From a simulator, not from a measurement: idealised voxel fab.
This section sets out a process module, namely voxel local oxidation.
Pictured: cross-section cut, 290 nm wide, on a grid of 5 nm square cells.
Cross-sections here: square-cell grids, written as top-down lists of bands, a band being one or more rows of cells.
Top, bottom (nm), then materials left to right with widths (nm); lone material tagged "full width" fills the whole band edge to edge; "empty" = empty space.
It should be noted that heights are counted from 0, beneath which the wafer as supplied is of one material throughout, and that the lowest band possesses no lower boundary but continues downward, as written in "0 -> down".
Read "30..40" as a graded width: first number on top, second number at the bottom, same change between each pair of neighbouring rows.
Step note "all unchanged" = no cross-section cell changed.
Empty spaces counting at least 8 cells and having no open way to the top are listed in "Closed-off voids". The notation width x height at distance is used for each, the distance being from the left edge and all three values in nm.
On each step's line, the part that comes after the settings is the simulator's own comment on the step.
Among the settings permitted on a step's line is "overlay nm"; applied to a step with a mask, it specifies the extent to which the mask lay to the right of its planned position, whereas a negative figure signifies a position to the left.

-- plan
1 RECEIVE | material Si
2 CONFORMAL_DEP | material SiO2 | thk nm 5
3 CONFORMAL_DEP | material SiN | thk nm 15
4 MASKED_ETCH | tone cover | mask id ACTIVE | width nm 90 | pitch nm 130 | etch materials SiN | depth nm 15 | overlay nm 0
5 SELECTIVE_ETCH | etch materials SiO2 | depth nm 5
6 OXIDIZE | depth nm 15
7 STRIP | etch materials SiN

-- Run as planned: first of two wafers

-- The cross-section here shows the wafer as received, i.e. in its state after step 1
	0 -> down: Si full width
	Closed-off voids: none

-- Sectional view: wafer, after step 2
	5 -> 0: SiO2 full width
	For the remainder of the cross-section, below 0, there is no change.

-- Sectional view: wafer, after step 3
	20 -> 5: SiN full width
	For the remainder of the cross-section, below 5, there is no change.

-- Sectional view: wafer, after step 4
	20 -> 5: empty: 35, SiN: 90, empty: 40, SiN: 90, empty: 35
	For the remainder of the cross-section, below 5, there is no change.

-- Sectional view: wafer, after step 5
	20 -> 5: empty: 35, SiN: 90, empty: 40, SiN: 90, empty: 35
	5 -> 0: empty: 40, SiO2: 80, empty: 50, SiO2: 80, empty: 40
	For the remainder of the cross-section, below 0, there is no change.

-- Sectional view: wafer, after step 6
	20 -> 5: empty: 35, SiN: 90, empty: 40, SiN: 90, empty: 35
	5 -> 0: empty: 40, SiO2: 80, empty: 50, SiO2: 80, empty: 40
	0 -> -15: SiO2: 55, Si: 50, SiO2: 80, Si: 50, SiO2: 55
	For the remainder of the cross-section, below -15, there is no change.

-- Sectional view: wafer, after step 7
	5 -> 0: empty: 40, SiO2: 80, empty: 50, SiO2: 80, empty: 40
	For the remainder of the cross-section, below 0, there is no change.

-- Second wafer: same start and same plan as the first, one execution error; identical to the first through step 3

-- Cross-section of the second wafer at the time step 4 of the plan should have ended
	20 -> 5: empty: 40, SiN: 90, empty: 40, SiN: 90, empty: 30
	For the remainder of the cross-section, below 5, there is no change.

-- Cross-section of the second wafer at the time step 5 of the plan should have ended
	20 -> 5: empty: 40, SiN: 90, empty: 40, SiN: 90, empty: 30
	5 -> 0: empty: 45, SiO2: 80, empty: 50, SiO2: 80, empty: 35
	For the remainder of the cross-section, below 0, there is no change.

-- Cross-section of the second wafer at the time step 6 of the plan should have ended
	20 -> 5: empty: 40, SiN: 90, empty: 40, SiN: 90, empty: 30
	5 -> 0: empty: 45, SiO2: 80, empty: 50, SiO2: 80, empty: 35
	0 -> -15: SiO2: 60, Si: 50, SiO2: 80, Si: 50, SiO2: 50
	For the remainder of the cross-section, below -15, there is no change.

-- Cross-section of the second wafer at the time step 7 of the plan should have ended
	5 -> 0: empty: 45, SiO2: 80, empty: 50, SiO2: 80, empty: 35
	For the remainder of the cross-section, below 0, there is no change.
Against the plan, the run slipped here: step 4 was not run as planned; what actually ran was MASKED_ETCH | tone cover | mask id ACTIVE | width nm 90 | pitch nm 130 | etch materials SiN | depth nm 15 | overlay nm 5
Same inventory, different map: at the end, the second wafer holds as many cells of each material as the first, placed elsewhere.
